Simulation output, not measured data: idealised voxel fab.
Documented hereafter: the process module known as voxel self aligned contacts.
The cross-section shown here is cut; it is 210 nm wide and divided into square cells measuring 5 nm on a side.
Bands, listed from the top down, are how a cross-section gets written in this document; the cross-section itself is a grid of square cells, and a band is one or more rows of them.
Each band's line starts with the height of the band's top and of its bottom, in nm. Then come its materials from left to right, each with its width in nm. One material with "everywhere" fills the band from edge to edge. "blank" is empty space.
Height reference: 0 = level under which incoming wafer is all one material. Lowest band: no bottom, runs on downward, e.g. "0 nm and below".
Width: "30..40" (first number = top row, second number = bottom row, same change from row to row of cells).
A step reported as "left unchanged" is a step in which no cell of the cross-section changed.
In "Voids lacking openings" the enclosed voids are listed, meaning empty spaces of 8 cells or larger without any opening to the top. The form is width x height at distance, distance from the left edge, units nm.
Step line, after settings: the simulator's comment on this step.
"overlay nm" denotes, for a step that has a mask, the displacement of the mask to the right of its planned place, with negative values corresponding to the left.
Each pair of cross-sections that follows straddles one process step: the one shows the state before the step, the other the state after it, down to the lowest band that changed and no further. The step in question, and its settings, are given under the pair. Note that a pair is not necessarily a continuation of the pair above it, since pairs can come from different runs of this module on the same starting wafer; it is a continuation only where its entry headed "before" says so.
BEFORE
* 55 nm to 50 nm | TiN 90 nm / blank 25 nm / TiN 95 nm
* 50 nm to 40 nm | SiO2 85 nm / TiN 5..15 nm / blank 25..5 nm / TiN 5..15 nm / SiO2 90 nm
* 40 nm to 25 nm | SiO2 55 nm / SiN 40 nm / TiN 5 nm / blank 5 nm / TiN 5 nm / SiN 40 nm / SiO2 60 nm
* 25 nm to 20 nm | SiO2 95 nm / TiN 15 nm / SiO2 100 nm
* 20 nm to 0 nm | polySi everywhere
* 0 nm and below | Si everywhere
* Voids lacking openings: none
STEP RESULT
* 65 nm to 55 nm | W everywhere
* 55 nm to 50 nm | TiN 90 nm / W 25 nm / TiN 95 nm
* 50 nm to 40 nm | SiO2 85 nm / TiN 5..15 nm / W 25..5 nm / TiN 5..15 nm / SiO2 90 nm
* 40 nm to 25 nm | SiO2 55 nm / SiN 40 nm / TiN 5 nm / W 5 nm / TiN 5 nm / SiN 40 nm / SiO2 60 nm
* below 25: unchanged
* Voids lacking openings: none
Step, before to after (see cross-sections above): op FILL_DEP | material W | thk nm 10
before: see the after view in the pair directly above.
STEP RESULT
* 50 nm to 40 nm | SiO2 85 nm / TiN 5..15 nm / W 25..5 nm / TiN 5..15 nm / SiO2 90 nm
* below 40: unchanged
* Voids lacking openings: none
Step, before to after (see cross-sections above): op CMP | height nm 50
before: see the after view in the pair directly above.
STEP RESULT
* 55 nm to 50 nm | SiN everywhere
* below 50: unchanged
* Voids lacking openings: none
Step, before to after (see cross-sections above): op CONFORMAL_DEP | material SiN | thk nm 5
BEFORE
* 25 nm to 5 nm | polySi everywhere
* 5 nm to 0 nm | SiO2 everywhere
* 0 nm and below | Si everywhere
* Voids lacking openings: none
STEP RESULT
* 45 nm to 25 nm | SiN everywhere
* below 25: unchanged
* Voids lacking openings: none
Step, before to after (see cross-sections above): op DIRECTIONAL_DEP | material SiN | thk nm 20
before: see the after view in the pair directly above.
STEP RESULT
* 60 nm to 45 nm | aC everywhere
* below 45: unchanged
* Voids lacking openings: none
Step, before to after (see cross-sections above): op DIRECTIONAL_DEP | material aC | thk nm 15
before: see the after view in the pair directly above.
STEP RESULT
* 90 nm to 60 nm | blank 60 nm / resist 30 nm / blank 25 nm / resist 30 nm / blank 65 nm
* below 60: unchanged
* Voids lacking openings: none
Step, before to after (see cross-sections above): op PATTERN | tone cover | mask id GATE | material resist | width nm 30 | pitch nm 55 | thk nm 30 | overlay nm 0
before: see the after view in the pair directly above.
STEP RESULT
* 75 nm to 60 nm | blank 60 nm / resist 30 nm / blank 25 nm / resist 30 nm / blank 65 nm
* 60 nm to 45 nm | blank 60 nm / aC 30 nm / blank 25 nm / aC 30 nm / blank 65 nm
* below 45: unchanged
* Voids lacking openings: none
Step, before to after (see cross-sections above): op DIRECTIONAL_ETCH | etch materials aC | depth nm 15
before: see the after view in the pair directly above.
STEP RESULT
* 60 nm to 45 nm | blank 60 nm / aC 30 nm / blank 25 nm / aC 30 nm / blank 65 nm
* below 45: unchanged
* Voids lacking openings: none
Step, before to after (see cross-sections above): op STRIP | etch materials resist
before: see the after view in the pair directly above.
STEP RESULT
* 60 nm to 45 nm | blank 60 nm / aC 30 nm / blank 25 nm / aC 30 nm / blank 65 nm
* 45 nm to 30 nm | blank 60 nm / SiN 30 nm / blank 25 nm / SiN 30 nm / blank 65 nm
* below 30: unchanged
* Voids lacking openings: none
Step, before to after (see cross-sections above): op DIRECTIONAL_ETCH | etch materials SiN | depth nm 15
before: see the after view in the pair directly above.
STEP RESULT
* 45 nm to 30 nm | blank 60 nm / SiN 30 nm / blank 25 nm / SiN 30 nm / blank 65 nm
* below 30: unchanged
* Voids lacking openings: none
Step, before to after (see cross-sections above): op STRIP | etch materials aC
before: see the after view in the pair directly above.
STEP RESULT
* 50 nm to 35 nm | blank 55 nm / SiN 40 nm / blank 15 nm / SiN 40 nm / blank 60 nm
* 35 nm to 25 nm | SiN everywhere
* below 25: unchanged
* Voids lacking openings: none
Step, before to after (see cross-sections above): op CONFORMAL_DEP | material SiN | thk nm 5
before: see the after view in the pair directly above.
STEP RESULT
* 45 nm to 30 nm | blank 55 nm / SiN 40 nm / blank 15 nm / SiN 40 nm / blank 60 nm
* below 30: unchanged
* Voids lacking openings: none
Step, before to after (see cross-sections above): op DIRECTIONAL_ETCH | etch materials SiN | depth nm 5
before: see the after view in the pair directly above.
STEP RESULT
* 65 nm to 45 nm | SiO2 everywhere
* 45 nm to 30 nm | SiO2 55 nm / SiN 40 nm / SiO2 15 nm / SiN 40 nm / SiO2 60 nm
* below 30: unchanged
* Voids lacking openings: none
Step, before to after (see cross-sections above): op FILL_DEP | material SiO2 | thk nm 20
before: see the after view in the pair directly above.
STEP RESULT
* 50 nm to 45 nm | SiO2 everywhere
* below 45: unchanged
* Voids lacking openings: none
Step, before to after (see cross-sections above): op CMP | height nm 50
before: see the after view in the pair directly above.
STEP RESULT
* 60 nm to 50 nm | aC everywhere
* below 50: unchanged
* Voids lacking openings: none
Step, before to after (see cross-sections above): op DIRECTIONAL_DEP | material aC | thk nm 10
before: see the after view in the pair directly above.
STEP RESULT
* 90 nm to 60 nm | resist 85 nm / blank 35 nm / resist 90 nm
* below 60: unchanged
* Voids lacking openings: none
Step, before to after (see cross-sections above): op PATTERN | tone open | mask id CONTACT | material resist | width nm 35 | thk nm 30 | overlay nm 0
before: see the after view in the pair directly above.
STEP RESULT
* 80 nm to 60 nm | resist 85 nm / blank 35 nm / resist 90 nm
* 60 nm to 50 nm | aC 85 nm / blank 35 nm / aC 90 nm
* below 50: unchanged
* Voids lacking openings: none
Step, before to after (see cross-sections above): op DIRECTIONAL_ETCH | etch materials aC | depth nm 10
before: see the after view in the pair directly above.
STEP RESULT
* 60 nm to 50 nm | aC 85 nm / blank 35 nm / aC 90 nm
* below 50: unchanged
* Voids lacking openings: none
Step, before to after (see cross-sections above): op STRIP | etch materials resist
before: see the after view in the pair directly above.
STEP RESULT
* 60 nm to 50 nm | aC 85 nm / blank 35 nm / aC 90 nm
* 50 nm to 45 nm | SiO2 85 nm / blank 35 nm / SiO2 90 nm
* 45 nm to 30 nm | SiO2 55 nm / SiN 40 nm / blank 15 nm / SiN 40 nm / SiO2 60 nm
* below 30: unchanged
* Voids lacking openings: none
Step, before to after (see cross-sections above): op DIRECTIONAL_ETCH | etch materials SiO2 | depth nm 50
before: see the after view in the pair directly above.
STEP RESULT
* 50 nm to 45 nm | SiO2 85 nm / blank 35 nm / SiO2 90 nm
* below 45: unchanged
* Voids lacking openings: none
Step, before to after (see cross-sections above): op STRIP | etch materials aC
before: see the after view in the pair directly above.
STEP RESULT
* 55 nm to 50 nm | TiN 90 nm / blank 25 nm / TiN 95 nm
* 50 nm to 45 nm | SiO2 85 nm / TiN 15 nm / blank 5 nm / TiN 15 nm / SiO2 90 nm
* 45 nm to 35 nm | SiO2 55 nm / SiN 40 nm / TiN 5 nm / blank 5 nm / TiN 5 nm / SiN 40 nm / SiO2 60 nm
* 35 nm to 30 nm | SiO2 55 nm / SiN 40 nm / TiN 15 nm / SiN 40 nm / SiO2 60 nm
* below 30: unchanged
* Voids lacking openings: none
Step, before to after (see cross-sections above): op CONFORMAL_DEP | material TiN | thk nm 5
before: see the after view in the pair directly above.
STEP RESULT
* 65 nm to 55 nm | W everywhere
* 55 nm to 50 nm | TiN 90 nm / W 25 nm / TiN 95 nm
* 50 nm to 45 nm | SiO2 85 nm / TiN 15 nm / W 5 nm / TiN 15 nm / SiO2 90 nm
* 45 nm to 35 nm | SiO2 55 nm / SiN 40 nm / TiN 5 nm / W 5 nm / TiN 5 nm / SiN 40 nm / SiO2 60 nm
* below 35: unchanged
* Voids lacking openings: none
Step, before to after (see cross-sections above): op FILL_DEP | material W | thk nm 10
before: see the after view in the pair directly above.
STEP RESULT
* 50 nm to 45 nm | SiO2 85 nm / TiN 15 nm / W 5 nm / TiN 15 nm / SiO2 90 nm
* below 45: unchanged
* Voids lacking openings: none
Step, before to after (see cross-sections above): op CMP | height nm 50
before: see the after view in the pair directly above.
STEP RESULT
* 55 nm to 50 nm | SiN everywhere
* below 50: unchanged
* Voids lacking openings: none
Step, before to after (see cross-sections above): op CONFORMAL_DEP | material SiN | thk nm 5
BEFORE
* 60 nm to 50 nm | aC everywhere
* 50 nm to 40 nm | SiO2 everywhere
* 40 nm to 25 nm | SiO2 55 nm / SiN 40 nm / SiO2 15 nm / SiN 40 nm / SiO2 60 nm
* 25 nm to 5 nm | SiO2 55 nm / SiN 5 nm / polySi 30 nm / SiN 5 nm / SiO2 15 nm / SiN 5 nm / polySi 30 nm / SiN 5 nm / SiO2 60 nm
* 5 nm to 0 nm | SiO2 everywhere
* 0 nm and below | Si everywhere
* Voids lacking openings: none
STEP RESULT
* 90 nm to 60 nm | resist 85 nm / blank 40 nm / resist 85 nm
* below 60: unchanged
* Voids lacking openings: none
Step, before to after (see cross-sections above): op PATTERN | tone open | mask id CONTACT | material resist | width nm 40 | thk nm 30 | overlay nm 0
before: see the after view in the pair directly above.
STEP RESULT
* 80 nm to 60 nm | resist 85 nm / blank 40 nm / resist 85 nm
* 60 nm to 50 nm | aC 85 nm / blank 40 nm / aC 85 nm
* below 50: unchanged
* Voids lacking openings: none
Step, before to after (see cross-sections above): op DIRECTIONAL_ETCH | etch materials aC | depth nm 10
before: see the after view in the pair directly above.
STEP RESULT
* 60 nm to 50 nm | aC 85 nm / blank 40 nm / aC 85 nm
* below 50: unchanged
* Voids lacking openings: none
Step, before to after (see cross-sections above): op STRIP | etch materials resist
before: see the after view in the pair directly above.
STEP RESULT
* 60 nm to 50 nm | aC 85 nm / blank 40 nm / aC 85 nm
* 50 nm to 40 nm | SiO2 85 nm / blank 40 nm / SiO2 85 nm
* 40 nm to 25 nm | SiO2 55 nm / SiN 40 nm / blank 15 nm / SiN 40 nm / SiO2 60 nm
* 25 nm to 5 nm | SiO2 55 nm / SiN 5 nm / polySi 30 nm / SiN 5 nm / blank 15 nm / SiN 5 nm / polySi 30 nm / SiN 5 nm / SiO2 60 nm
* 5 nm to 0 nm | SiO2 95 nm / blank 15 nm / SiO2 100 nm
* below 0: unchanged
* Voids lacking openings: none
Step, before to after (see cross-sections above): op DIRECTIONAL_ETCH | etch materials SiO2 | depth nm 50
before: see the after view in the pair directly above.
STEP RESULT
* 50 nm to 40 nm | SiO2 85 nm / blank 40 nm / SiO2 85 nm
* below 40: unchanged
* Voids lacking openings: none
Step, before to after (see cross-sections above): op STRIP | etch materials aC
before: see the after view in the pair directly above.
STEP RESULT
* 55 nm to 50 nm | TiN 90 nm / blank 30 nm / TiN 90 nm
* 50 nm to 40 nm | SiO2 85 nm / TiN 5..15 nm / blank 30..5 nm / TiN 5..20 nm / SiO2 85 nm
* 40 nm to 25 nm | SiO2 55 nm / SiN 40 nm / TiN 5 nm / blank 5 nm / TiN 5 nm / SiN 40 nm / SiO2 60 nm
* 25 nm to 5 nm | SiO2 55 nm / SiN 5 nm / polySi 30 nm / SiN 5 nm / TiN 5 nm / blank 5 nm / TiN 5 nm / SiN 5 nm / polySi 30 nm / SiN 5 nm / SiO2 60 nm
* 5 nm to 0 nm | SiO2 95 nm / TiN 15 nm / SiO2 100 nm
* below 0: unchanged
* Voids lacking openings: none
Step, before to after (see cross-sections above): op CONFORMAL_DEP | material TiN | thk nm 5
before: see the after view in the pair directly above.
STEP RESULT
* 65 nm to 55 nm | W everywhere
* 55 nm to 50 nm | TiN 90 nm / W 30 nm / TiN 90 nm
* 50 nm to 40 nm | SiO2 85 nm / TiN 5..15 nm / W 30..5 nm / TiN 5..20 nm / SiO2 85 nm
* 40 nm to 25 nm | SiO2 55 nm / SiN 40 nm / TiN 5 nm / W 5 nm / TiN 5 nm / SiN 40 nm / SiO2 60 nm
* 25 nm to 5 nm | SiO2 55 nm / SiN 5 nm / polySi 30 nm / SiN 5 nm / TiN 5 nm / W 5 nm / TiN 5 nm / SiN 5 nm / polySi 30 nm / SiN 5 nm / SiO2 60 nm
* below 5: unchanged
* Voids lacking openings: none
Step, before to after (see cross-sections above): op FILL_DEP | material W | thk nm 10
before: see the after view in the pair directly above.
STEP RESULT
* 50 nm to 40 nm | SiO2 85 nm / TiN 5..15 nm / W 30..5 nm / TiN 5..20 nm / SiO2 85 nm
* below 40: unchanged
* Voids lacking openings: none
Step, before to after (see cross-sections above): op CMP | height nm 50
before: see the after view in the pair directly above.
STEP RESULT
* 55 nm to 50 nm | SiN everywhere
* below 50: unchanged
* Voids lacking openings: none
Step, before to after (see cross-sections above): op CONFORMAL_DEP | material SiN | thk nm 5
BEFORE
* 55 nm to 40 nm | aC everywhere
* 40 nm to 25 nm | SiN everywhere
* 25 nm to 5 nm | polySi everywhere
* 5 nm to 0 nm | SiO2 everywhere
* 0 nm and below | Si everywhere
* Voids lacking openings: none
STEP RESULT
* 85 nm to 55 nm | blank 65 nm / resist 30 nm / blank 25 nm / resist 30 nm / blank 60 nm
* below 55: unchanged
* Voids lacking openings: none
Step, before to after (see cross-sections above): op PATTERN | tone cover | mask id GATE | material resist | width nm 30 | pitch nm 55 | thk nm 30 | overlay nm 5
before: see the after view in the pair directly above.
STEP RESULT
* 70 nm to 55 nm | blank 65 nm / resist 30 nm / blank 25 nm / resist 30 nm / blank 60 nm
* 55 nm to 40 nm | blank 65 nm / aC 30 nm / blank 25 nm / aC 30 nm / blank 60 nm
* below 40: unchanged
* Voids lacking openings: none
Step, before to after (see cross-sections above): op DIRECTIONAL_ETCH | etch materials aC | depth nm 15
before: see the after view in the pair directly above.
STEP RESULT
* 55 nm to 40 nm | blank 65 nm / aC 30 nm / blank 25 nm / aC 30 nm / blank 60 nm
* below 40: unchanged
* Voids lacking openings: none
Step, before to after (see cross-sections above): op STRIP | etch materials resist
before: see the after view in the pair directly above.
STEP RESULT
* 55 nm to 40 nm | blank 65 nm / aC 30 nm / blank 25 nm / aC 30 nm / blank 60 nm
* 40 nm to 25 nm | blank 65 nm / SiN 30 nm / blank 25 nm / SiN 30 nm / blank 60 nm
* below 25: unchanged
* Voids lacking openings: none
Step, before to after (see cross-sections above): op DIRECTIONAL_ETCH | etch materials SiN | depth nm 15
before: see the after view in the pair directly above.
STEP RESULT
* 55 nm to 40 nm | blank 65 nm / aC 30 nm / blank 25 nm / aC 30 nm / blank 60 nm
* 40 nm to 25 nm | blank 65 nm / SiN 30 nm / blank 25 nm / SiN 30 nm / blank 60 nm
* 25 nm to 5 nm | blank 65 nm / polySi 30 nm / blank 25 nm / polySi 30 nm / blank 60 nm
* below 5: unchanged
* Voids lacking openings: none
Step, before to after (see cross-sections above): op DIRECTIONAL_ETCH | etch materials polySi | depth nm 20
before: see the after view in the pair directly above.
STEP RESULT
* 40 nm to 25 nm | blank 65 nm / SiN 30 nm / blank 25 nm / SiN 30 nm / blank 60 nm
* below 25: unchanged
* Voids lacking openings: none
Step, before to after (see cross-sections above): op STRIP | etch materials aC
before: see the after view in the pair directly above.
STEP RESULT
* 45 nm to 25 nm | blank 60 nm / SiN 40 nm / blank 15 nm / SiN 40 nm / blank 55 nm
* 25 nm to 10 nm | blank 60 nm / SiN 5 nm / polySi 30 nm / SiN 5 nm / blank 15 nm / SiN 5 nm / polySi 30 nm / SiN 5 nm / blank 55 nm
* 10 nm to 5 nm | SiN 65 nm / polySi 30 nm / SiN 25 nm / polySi 30 nm / SiN 60 nm
* below 5: unchanged
* Voids lacking openings: none
Step, before to after (see cross-sections above): op CONFORMAL_DEP | material SiN | thk nm 5
before: see the after view in the pair directly above.
STEP RESULT
* 40 nm to 25 nm | blank 60 nm / SiN 40 nm / blank 15 nm / SiN 40 nm / blank 55 nm
* 25 nm to 5 nm | blank 60 nm / SiN 5 nm / polySi 30 nm / SiN 5 nm / blank 15 nm / SiN 5 nm / polySi 30 nm / SiN 5 nm / blank 55 nm
* below 5: unchanged
* Voids lacking openings: none
Step, before to after (see cross-sections above): op DIRECTIONAL_ETCH | etch materials SiN | depth nm 5
before: see the after view in the pair directly above.
STEP RESULT
* 60 nm to 40 nm | SiO2 everywhere
* 40 nm to 25 nm | SiO2 60 nm / SiN 40 nm / SiO2 15 nm / SiN 40 nm / SiO2 55 nm
* 25 nm to 5 nm | SiO2 60 nm / SiN 5 nm / polySi 30 nm / SiN 5 nm / SiO2 15 nm / SiN 5 nm / polySi 30 nm / SiN 5 nm / SiO2 55 nm
* below 5: unchanged
* Voids lacking openings: none
Step, before to after (see cross-sections above): op FILL_DEP | material SiO2 | thk nm 20
before: see the after view in the pair directly above.
STEP RESULT
* 50 nm to 40 nm | SiO2 everywhere
* below 40: unchanged
* Voids lacking openings: none
Step, before to after (see cross-sections above): op CMP | height nm 50
before: see the after view in the pair directly above.
STEP RESULT
* 60 nm to 50 nm | aC everywhere
* below 50: unchanged
* Voids lacking openings: none
Step, before to after (see cross-sections above): op DIRECTIONAL_DEP | material aC | thk nm 10
before: see the after view in the pair directly above.
STEP RESULT
* 90 nm to 60 nm | resist 85 nm / blank 35 nm / resist 90 nm
* below 60: unchanged
* Voids lacking openings: none
Step, before to after (see cross-sections above): op PATTERN | tone open | mask id CONTACT | material resist | width nm 35 | thk nm 30 | overlay nm 0
before: see the after view in the pair directly above.
STEP RESULT
* 80 nm to 60 nm | resist 85 nm / blank 35 nm / resist 90 nm
* 60 nm to 50 nm | aC 85 nm / blank 35 nm / aC 90 nm
* below 50: unchanged
* Voids lacking openings: none
Step, before to after (see cross-sections above): op DIRECTIONAL_ETCH | etch materials aC | depth nm 10
before: see the after view in the pair directly above.
STEP RESULT
* 60 nm to 50 nm | aC 85 nm / blank 35 nm / aC 90 nm
* below 50: unchanged
* Voids lacking openings: none
Step, before to after (see cross-sections above): op STRIP | etch materials resist
before: see the after view in the pair directly above.
STEP RESULT
* 60 nm to 50 nm | aC 85 nm / blank 35 nm / aC 90 nm
* 50 nm to 40 nm | SiO2 85 nm / blank 35 nm / SiO2 90 nm
* 40 nm to 25 nm | SiO2 60 nm / SiN 40 nm / blank 15 nm / SiN 40 nm / SiO2 55 nm
* 25 nm to 5 nm | SiO2 60 nm / SiN 5 nm / polySi 30 nm / SiN 5 nm / blank 15 nm / SiN 5 nm / polySi 30 nm / SiN 5 nm / SiO2 55 nm
* 5 nm to 0 nm | SiO2 100 nm / blank 15 nm / SiO2 95 nm
* below 0: unchanged
* Voids lacking openings: none
Step, before to after (see cross-sections above): op DIRECTIONAL_ETCH | etch materials SiO2 | depth nm 50
before: see the after view in the pair directly above.
STEP RESULT
* 50 nm to 40 nm | SiO2 85 nm / blank 35 nm / SiO2 90 nm
* below 40: unchanged
* Voids lacking openings: none
Step, before to after (see cross-sections above): op STRIP | etch materials aC
before: see the after view in the pair directly above.
STEP RESULT
* 55 nm to 50 nm | TiN 90 nm / blank 25 nm / TiN 95 nm
* 50 nm to 40 nm | SiO2 85 nm / TiN 5..20 nm / blank 25..5 nm / TiN 5..10 nm / SiO2 90 nm
* 40 nm to 25 nm | SiO2 60 nm / SiN 40 nm / TiN 5 nm / blank 5 nm / TiN 5 nm / SiN 40 nm / SiO2 55 nm
* 25 nm to 5 nm | SiO2 60 nm / SiN 5 nm / polySi 30 nm / SiN 5 nm / TiN 5 nm / blank 5 nm / TiN 5 nm / SiN 5 nm / polySi 30 nm / SiN 5 nm / SiO2 55 nm
* 5 nm to 0 nm | SiO2 100 nm / TiN 15 nm / SiO2 95 nm
* below 0: unchanged
* Voids lacking openings: none
Step, before to after (see cross-sections above): op CONFORMAL_DEP | material TiN | thk nm 5
before: see the after view in the pair directly above.
STEP RESULT
* 65 nm to 55 nm | W everywhere
* 55 nm to 50 nm | TiN 90 nm / W 25 nm / TiN 95 nm
* 50 nm to 40 nm | SiO2 85 nm / TiN 5..20 nm / W 25..5 nm / TiN 5..10 nm / SiO2 90 nm
* 40 nm to 25 nm | SiO2 60 nm / SiN 40 nm / TiN 5 nm / W 5 nm / TiN 5 nm / SiN 40 nm / SiO2 55 nm
* 25 nm to 5 nm | SiO2 60 nm / SiN 5 nm / polySi 30 nm / SiN 5 nm / TiN 5 nm / W 5 nm / TiN 5 nm / SiN 5 nm / polySi 30 nm / SiN 5 nm / SiO2 55 nm
* below 5: unchanged
* Voids lacking openings: none
Step, before to after (see cross-sections above): op FILL_DEP | material W | thk nm 10
before: see the after view in the pair directly above.
STEP RESULT
* 50 nm to 40 nm | SiO2 85 nm / TiN 5..20 nm / W 25..5 nm / TiN 5..10 nm / SiO2 90 nm
* below 40: unchanged
* Voids lacking openings: none
Step, before to after (see cross-sections above): op CMP | height nm 50
before: see the after view in the pair directly above.
STEP RESULT
* 55 nm to 50 nm | SiN everywhere
* below 50: unchanged
* Voids lacking openings: none
Step, before to after (see cross-sections above): op CONFORMAL_DEP | material SiN | thk nm 5
BEFORE
* 55 nm to 50 nm | TiN 90 nm / blank 25 nm / TiN 95 nm
* 50 nm to 40 nm | SiO2 85 nm / TiN 5..15 nm / blank 25..5 nm / TiN 5..15 nm / SiO2 90 nm
* 40 nm to 25 nm | SiO2 55 nm / SiN 40 nm / TiN 5 nm / blank 5 nm / TiN 5 nm / SiN 40 nm / SiO2 60 nm
* 25 nm to 5 nm | SiO2 55 nm / SiN 5 nm / polySi 30 nm / SiN 5 nm / TiN 5 nm / blank 5 nm / TiN 5 nm / SiN 5 nm / polySi 30 nm / SiN 5 nm / SiO2 60 nm
* 5 nm to 0 nm | SiO2 95 nm / TiN 15 nm / SiO2 100 nm
* 0 nm and below | Si everywhere
* Voids lacking openings: none
STEP RESULT
* 65 nm to 55 nm | polySi everywhere
* 55 nm to 50 nm | TiN 90 nm / polySi 25 nm / TiN 95 nm
* 50 nm to 40 nm | SiO2 85 nm / TiN 5..15 nm / polySi 25..5 nm / TiN 5..15 nm / SiO2 90 nm
* 40 nm to 25 nm | SiO2 55 nm / SiN 40 nm / TiN 5 nm / polySi 5 nm / TiN 5 nm / SiN 40 nm / SiO2 60 nm
* 25 nm to 5 nm | SiO2 55 nm / SiN 5 nm / polySi 30 nm / SiN 5 nm / TiN 5 nm / polySi 5 nm / TiN 5 nm / SiN 5 nm / polySi 30 nm / SiN 5 nm / SiO2 60 nm
* below 5: unchanged
* Voids lacking openings: none
Step, before to after (see cross-sections above): op FILL_DEP | material polySi | thk nm 10
before: see the after view in the pair directly above.
STEP RESULT
* 50 nm to 40 nm | SiO2 85 nm / TiN 5..15 nm / polySi 25..5 nm / TiN 5..15 nm / SiO2 90 nm
* below 40: unchanged
* Voids lacking openings: none
Step, before to after (see cross-sections above): op CMP | height nm 50
before: see the after view in the pair directly above.
STEP RESULT
* 55 nm to 50 nm | SiN everywhere
* below 50: unchanged
* Voids lacking openings: none
Step, before to after (see cross-sections above): op CONFORMAL_DEP | material SiN | thk nm 5
BEFORE
* 60 nm to 50 nm | aC everywhere
* 50 nm to 40 nm | SiO2 everywhere
* 40 nm to 25 nm | SiO2 55 nm / SiN 40 nm / SiO2 15 nm / SiN 40 nm / SiO2 60 nm
* 25 nm to 5 nm | SiO2 55 nm / SiN 5 nm / polySi 30 nm / SiN 5 nm / SiO2 15 nm / SiN 5 nm / polySi 30 nm / SiN 5 nm / SiO2 60 nm
* 5 nm to 0 nm | SiO2 everywhere
* 0 nm and below | Si everywhere
* Voids lacking openings: none
STEP RESULT
* 90 nm to 60 nm | blank 85 nm / resist 35 nm / blank 90 nm
* below 60: unchanged
* Voids lacking openings: none
Step, before to after (see cross-sections above): op PATTERN | tone cover | mask id CONTACT | material resist | width nm 35 | thk nm 30 | overlay nm 0
before: see the after view in the pair directly above.
STEP RESULT
* 80 nm to 60 nm | blank 85 nm / resist 35 nm / blank 90 nm
* 60 nm to 50 nm | blank 85 nm / aC 35 nm / blank 90 nm
* below 50: unchanged
* Voids lacking openings: none
Step, before to after (see cross-sections above): op DIRECTIONAL_ETCH | etch materials aC | depth nm 10
before: see the after view in the pair directly above.
STEP RESULT
* 60 nm to 50 nm | blank 85 nm / aC 35 nm / blank 90 nm
* below 50: unchanged
* Voids lacking openings: none
Step, before to after (see cross-sections above): op STRIP | etch materials resist
before: see the after view in the pair directly above.
STEP RESULT
* 60 nm to 50 nm | blank 85 nm / aC 35 nm / blank 90 nm
* 50 nm to 40 nm | blank 85 nm / SiO2 35 nm / blank 90 nm
* 40 nm to 25 nm | blank 55 nm / SiN 40 nm / SiO2 15 nm / SiN 40 nm / blank 60 nm
* 25 nm to 5 nm | blank 55 nm / SiN 5 nm / polySi 30 nm / SiN 5 nm / SiO2 15 nm / SiN 5 nm / polySi 30 nm / SiN 5 nm / blank 60 nm
* 5 nm to 0 nm | blank 55 nm / SiO2 95 nm / blank 60 nm
* below 0: unchanged
* Voids lacking openings: none
Step, before to after (see cross-sections above): op DIRECTIONAL_ETCH | etch materials SiO2 | depth nm 50
before: see the after view in the pair directly above.
STEP RESULT
* 50 nm to 40 nm | blank 85 nm / SiO2 35 nm / blank 90 nm
* below 40: unchanged
* Voids lacking openings: none
Step, before to after (see cross-sections above): op STRIP | etch materials aC
before: see the after view in the pair directly above.
STEP RESULT
* 55 nm to 50 nm | blank 80 nm / TiN 45 nm / blank 85 nm
* 50 nm to 40 nm | blank 80..50 nm / TiN 5..35 nm / SiO2 35 nm / TiN 5..35 nm / blank 85..55 nm
* 40 nm to 25 nm | blank 50 nm / TiN 5 nm / SiN 40 nm / SiO2 15 nm / SiN 40 nm / TiN 5 nm / blank 55 nm
* 25 nm to 5 nm | blank 50 nm / TiN 5 nm / SiN 5 nm / polySi 30 nm / SiN 5 nm / SiO2 15 nm / SiN 5 nm / polySi 30 nm / SiN 5 nm / TiN 5 nm / blank 55 nm
* 5 nm to 0 nm | TiN 55 nm / SiO2 95 nm / TiN 60 nm
* below 0: unchanged
* Voids lacking openings: none
Step, before to after (see cross-sections above): op CONFORMAL_DEP | material TiN | thk nm 5
before: see the after view in the pair directly above.
STEP RESULT
* 65 nm to 55 nm | W everywhere
* 55 nm to 50 nm | W 80 nm / TiN 45 nm / W 85 nm
* 50 nm to 40 nm | W 80..50 nm / TiN 5..35 nm / SiO2 35 nm / TiN 5..35 nm / W 85..55 nm
* 40 nm to 25 nm | W 50 nm / TiN 5 nm / SiN 40 nm / SiO2 15 nm / SiN 40 nm / TiN 5 nm / W 55 nm
* 25 nm to 5 nm | W 50 nm / TiN 5 nm / SiN 5 nm / polySi 30 nm / SiN 5 nm / SiO2 15 nm / SiN 5 nm / polySi 30 nm / SiN 5 nm / TiN 5 nm / W 55 nm
* below 5: unchanged
* Voids lacking openings: none
Step, before to after (see cross-sections above): op FILL_DEP | material W | thk nm 10
before: see the after view in the pair directly above.
STEP RESULT
* 50 nm to 40 nm | W 80..50 nm / TiN 5..35 nm / SiO2 35 nm / TiN 5..35 nm / W 85..55 nm
* below 40: unchanged
* Voids lacking openings: none
Step, before to after (see cross-sections above): op CMP | height nm 50
before: see the after view in the pair directly above.
STEP RESULT
* 55 nm to 50 nm | SiN everywhere
* below 50: unchanged
* Voids lacking openings: none
Step, before to after (see cross-sections above): op CONFORMAL_DEP | material SiN | thk nm 5
